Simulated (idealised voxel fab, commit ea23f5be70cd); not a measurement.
Process module, titled voxel local oxidation
cross-section cut | 260 nm wide | cells 5 nm
In what follows, cross-sections appear as grids of square cells, described through bands that run from the top down, where every band is one or more rows of cells. For a band, the entry starts with two heights in nm, that of the top and then that of the bottom, and carries on with the band's materials in order from left to right, each alongside its width in nm; the word "edge to edge" beside a single material means it fills the band edge to edge, and "air" means empty space. Note: height 0 marks the level under which the wafer is uniformly one material as received. Lowest band unbounded below, written "z 0 and below". It should be noted that a width expressed as "30 to 40" varies in equal increments from row to row of cells within the band, taking the value of the first number at the top row and that of the second number at the bottom row. Any step labelled "nothing different" changed none of the cells in the cross-section. "Sealed internal cavities" means: voids of 8 cells or more that are shut off from the top with no open way through. Written width x height at distance, distance from the left edge, in nm. Where a step's line continues beyond its settings, the continuation is a remark by the simulator itself on that step. Steps that use a mask can have "overlay nm" on their line. It says how far the mask sat to the right of where it was meant to be. Negative means to the left.

[Process steps - plan]
step 1: RECEIVE: material Si
step 2: OXIDIZE: depth nm 5
step 3: CONFORMAL_DEP: material SiN, thk nm 15
step 4: PATTERN: tone cover, mask id ACTIVE, material resist, width nm 100, pitch nm 125, thk nm 20, overlay nm 0
step 5: DIRECTIONAL_ETCH: etch materials SiN, depth nm 15
step 6: STRIP: etch materials resist
step 7: SELECTIVE_ETCH: etch materials SiO2, depth nm 5
step 8: OXIDIZE: depth nm 15
step 9: STRIP: etch materials SiN
The wafers in this document start out alike and differ in the depth nm applied at step 2; the plan shows the value used for the first wafer.

[The first of several wafers in cross-section, exactly as it reached us after step 1]
z 0 and below = Si edge to edge
Sealed internal cavities: none

[Each row below is a wafer at the end of the module, listing for every material the number of cells it has gained (+) or lost (-) since it was received, followed by its closed voids]
depth nm 5; -136 Si; +120 SiO2; Sealed internal cavities: none
depth nm 10; -104 Si; +88 SiO2; Sealed internal cavities: none
depth nm 15; -156 Si; +140 SiO2; Sealed internal cavities: none
depth nm 20; -208 Si; +192 SiO2; Sealed internal cavities: none
